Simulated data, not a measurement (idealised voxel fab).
This is a process module. Its name is voxel ribs on slabs.
Each square cell in cross-section cut measures 5 nm, and the section as a whole is 295 nm wide.
For the purposes of this document, a cross-section shall be understood as a grid of square cells, specified as bands listed in top-to-bottom order, each band consisting of one or more rows of cells. What a band's entry tells you: where the top is and where the bottom is, as heights in nm, and after that what lies inside, material by material from left to right, each with its width in nm. Empty space is written as the word "empty", and a single material marked with the word "full width" occupies the band from edge to edge. The reference from which all heights are counted is 0, the level beneath which the as-received wafer is entirely one material; the lowest band, having no lower bound, proceeds downward and is written after the example "from 0 down". The notation "30 to 40" denotes a width that varies across the rows of cells in the band, beginning at the first number in the top row, finishing at the second number in the bottom row, and changing by an identical amount from each row to the next. The designation "no alteration", where it is given for a processing step, indicates that no cell of the cross-section was altered in the course of that step. "Enclosed empty spaces" - sealed voids, min. 8 cells, no opening to top; format: width x height at distance (distance from left edge; nm throughout). Post-settings text on a step line: simulator's own remark regarding the step. overlay nm, on a step with a mask: how far to the right of its planned place the mask lay; to the left if negative.
Steps planned for the process
step 1: RECEIVE (material Si)
step 2: DIRECTIONAL_DEP (material SiO2; thk nm 25)
step 3: DIRECTIONAL_DEP (material polySi; thk nm 15)
step 4: PATTERN (tone cover; mask id RIB; material resist; width nm 30; thk nm 15; overlay nm 0)
step 5: DIRECTIONAL_ETCH (etch materials polySi; depth nm 5)
step 6: STRIP (etch materials resist)
step 7: MASKED_ETCH (tone cover; mask id SLAB; width nm 60; etch materials polySi; depth nm 10; overlay nm 0)
step 8: FILL_DEP (material SiO2; thk nm 20)
step 9: CMP (height nm 55)
step 10: DIRECTIONAL_DEP (material TiN; thk nm 5)
step 11: MASKED_ETCH (tone cover; mask id HEATER; width nm 40; etch materials TiN; depth nm 5; overlay nm 0)
step 12: CONFORMAL_DEP (material SiN; thk nm 5)
Shown in cross-section is the wafer as received, that is, as it stands after step 1
    from 0 down = Si full width
    Enclosed empty spaces: none
Cross-sectional image of the first of two wafers at the end of the module, the run having proceeded as planned
    from 65 to 60 = empty (120) / SiN (50) / empty (125)
    from 60 to 55 = SiN (125) / TiN (40) / SiN (130)
    from 55 to 40 = SiO2 full width
    from 40 to 35 = SiO2 (130) / polySi (30) / SiO2 (135)
    from 35 to 25 = SiO2 (115) / polySi (60) / SiO2 (120)
    from 25 to 0 = SiO2 full width
    from 0 down = Si full width
    Enclosed empty spaces: none
Cross-sectional image of the second wafer of the two following completion of the module. Starting state and process plan were the same as for the first wafer; one execution error occurred
    from 65 to 60 = empty (120) / SiN (50) / empty (125)
    from 60 to 55 = SiN (125) / TiN (40) / SiN (130)
    from 55 to 45 = SiO2 full width
    from 45 to 40 = SiO2 (130) / polySi (30) / SiO2 (135)
    from 40 to 30 = SiO2 (115) / polySi (60) / SiO2 (120)
    from 30 to 25 = polySi full width
    from 25 to 0 = SiO2 full width
    from 0 down = Si full width
    Enclosed empty spaces: none
Misprocessing identified: step 3 ran with different settings than intended, the actual operation and settings being DIRECTIONAL_DEP (material polySi; thk nm 20)
Looking at both finished wafers in cells, the second ends up ahead of or behind the first on some materials: -59 SiO2, +59 polySi
